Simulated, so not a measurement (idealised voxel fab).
Module name: voxel fin reveal (process module)
Section shown: cut. Width: 255 nm. Cell size: 5 nm, square.
A cross-section is a grid of square cells, given in bands from the top down. A band is one or more rows of cells.
Read a band's entry like this: the first values are the height of its top and the height of its bottom in nm, and what follows is the sequence of materials from left to right, each with its width in nm. Note that "empty" is empty space, and that a single material marked "edge to edge" reaches across the band from edge to edge.
Heights are measured from 0, the level below which the as-received wafer is all one material; the lowest band has no bottom and continues downward, written as in "0 down".
Read "30->40" as a graded width: first number on top, second number at the bottom, same change between each pair of neighbouring rows.
Any step labelled "nothing altered" changed none of the cells in the cross-section.
Reported under the label "Trapped void list" are the empty spaces having no open way to the top and comprising 8 cells or more; the notation for each is width x height at distance, in which the distance is measured from the left edge and all three values are in nm.
That trailing text on a step's line, after the settings, is the simulator's own remark on the step.
overlay nm, on a step with a mask: how far to the right of its planned place the mask lay; to the left if negative
**Process steps - plan**
| 1 | RECEIVE, material Si |
| 2 | CONFORMAL_DEP, material SiN, thk nm 10 |
| 3 | PATTERN, tone cover, mask id FINS, material resist, width nm 15, pitch nm 40, thk nm 15, overlay nm 0 |
| 4 | DIRECTIONAL_ETCH, etch materials SiN, depth nm 10 |
| 5 | DIRECTIONAL_ETCH, etch materials Si, depth nm 35 |
| 6 | STRIP, etch materials resist |
| 7 | OXIDIZE, depth nm 5 |
| 8 | FILL_DEP, material SiO2, thk nm 10 |
| 9 | CMP, height nm 10 |
| 10 | SELECTIVE_ETCH, etch materials SiO2, depth nm 20 |
| 11 | STRIP, etch materials SiN |
The wafers are alike at the start. At step 3, their width nm differs. The plan lists the first wafer's value.
**So this is the first of several wafers, cross-sectioned as it came to us, meaning it's at the end of step 1**
	0 down  Si edge to edge
	Trapped void list: none
**Per-wafer rows below. For each material: cells gained (+) or lost (-) since the wafer was received, as of end of module. Then: closed voids**
width nm 15 | -384 Si | +288 SiO2 | Trapped void list: none
width nm 20 | -360 Si | +270 SiO2 | Trapped void list: none
width nm 25 | -336 Si | +252 SiO2 | Trapped void list: none
